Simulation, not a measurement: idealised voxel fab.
voxel self aligned contacts: a process module
Shown is cross-section cut, with a width of 260 nm and square cells of size 5 nm.
How to read a cross-section here: the picture is a grid of square cells, written as bands going from the top down, and any band can span one or more rows of cells. In this notation a band is specified by the heights of its top and bottom, in that order and in nm, after which its materials appear from left to right, each paired with its width in nm. The word "full width" attached to a single material means that material fills the band from edge to edge; the word "air" stands for empty space. All heights in this document are referenced to 0, defined as the level beneath which the wafer, as received, consists entirely of one material. The lowest band is not bounded below; it extends indefinitely downward and is written in the form "0 and below". With a width like "30->40", each row of cells in the band differs from the next by the same amount, the top row carrying the first number and the bottom row the second. Where a step carries "nothing altered", the cross-section came out of it unchanged, cell for cell. What "Sealed void listing" gives you is every empty space of 8 cells or more that is cut off from the top. Each appears as width x height at distance, with the distance taken from the left edge and width, height and distance all in nm. Anything after a step's settings on that line? It's the simulator's own note about the step. overlay nm: mask right of planned place by this much (step with mask). Neg. = left.
### Listed below are the process steps as planned
1,RECEIVE (material Si)
2,CONFORMAL_DEP (material SiO2; thk nm 5)
3,DIRECTIONAL_DEP (material polySi; thk nm 20)
4,DIRECTIONAL_DEP (material SiN; thk nm 20)
5,DIRECTIONAL_DEP (material aC; thk nm 10)
6,PATTERN (tone cover; mask id GATE; material resist; width nm 30; pitch nm 70; thk nm 25; overlay nm 0)
7,DIRECTIONAL_ETCH (etch materials aC; depth nm 10)
8,STRIP (etch materials resist)
9,DIRECTIONAL_ETCH (etch materials SiN; depth nm 20)
10,DIRECTIONAL_ETCH (etch materials polySi; depth nm 20)
11,STRIP (etch materials aC)
12,CONFORMAL_DEP (material SiN; thk nm 10)
13,DIRECTIONAL_ETCH (etch materials SiN; depth nm 10)
14,FILL_DEP (material SiO2; thk nm 20)
15,CMP (height nm 55)
16,MASKED_ETCH (tone open; mask id CONTACT; width nm 50; pitch nm 70; etch materials SiO2; depth nm 55; overlay nm 0)
17,CONFORMAL_DEP (material TiN; thk nm 5)
18,FILL_DEP (material W; thk nm 5)
19,CMP (height nm 55)
20,CONFORMAL_DEP (material SiN; thk nm 5)
### Step 1 complete: cross-section of the wafer as received
	0 and below  Si full width
	Sealed void listing: none
### The first of two wafers, cross-sectioned at the end of the module, with the run proceeding as planned
	60 down to 55  SiN full width
	55 down to 45  SiO2 70 | TiN 5->20 | W 40->10 | TiN 5->20 | SiO2 20 | TiN 5->20 | W 40->10 | TiN 5->20 | SiO2 70
	45 down to 25  SiO2 35 | SiN 50 | TiN 5 | W 10 | TiN 5 | SiN 50 | TiN 5 | W 10 | TiN 5 | SiN 50 | SiO2 35
	25 down to 5  SiO2 35 | SiN 10 | polySi 30 | SiN 10 | TiN 5 | W 10 | TiN 5 | SiN 10 | polySi 30 | SiN 10 | TiN 5 | W 10 | TiN 5 | SiN 10 | polySi 30 | SiN 10 | SiO2 35
	5 down to 0  SiO2 85 | TiN 20 | SiO2 50 | TiN 20 | SiO2 85
	0 and below  Si full width
	Sealed void listing: none
### Wafer two, sectioned after the module: the first wafer's start, the first wafer's plan, and one mistake in how it was run
	60 down to 55  SiN full width
	55 down to 45  SiO2 70 | TiN 5->20 | W 40->15 | TiN 5->15 | SiO2 20 | TiN 5->20 | W 40->15 | TiN 5->15 | SiO2 70
	45 down to 25  SiO2 40 | SiN 45 | TiN 5 | W 15 | TiN 5 | SiN 45 | TiN 5 | W 15 | TiN 5 | SiN 45 | SiO2 35
	25 down to 5  SiO2 40 | SiN 10 | polySi 25 | SiN 10 | TiN 5 | W 15 | TiN 5 | SiN 10 | polySi 25 | SiN 10 | TiN 5 | W 15 | TiN 5 | SiN 10 | polySi 25 | SiN 10 | SiO2 35
	5 down to 0  SiO2 85 | TiN 25 | SiO2 45 | TiN 25 | SiO2 80
	0 and below  Si full width
	Sealed void listing: none
Deviation from plan: step 6 was processed under conditions differing from the plan, specifically as PATTERN (tone cover; mask id GATE; material resist; width nm 25; pitch nm 70; thk nm 25; overlay nm 0)
Final tally in cells, some materials are higher or lower on the second wafer than on the first: -12 SiN; +6 SiO2; +18 W; -12 polySi
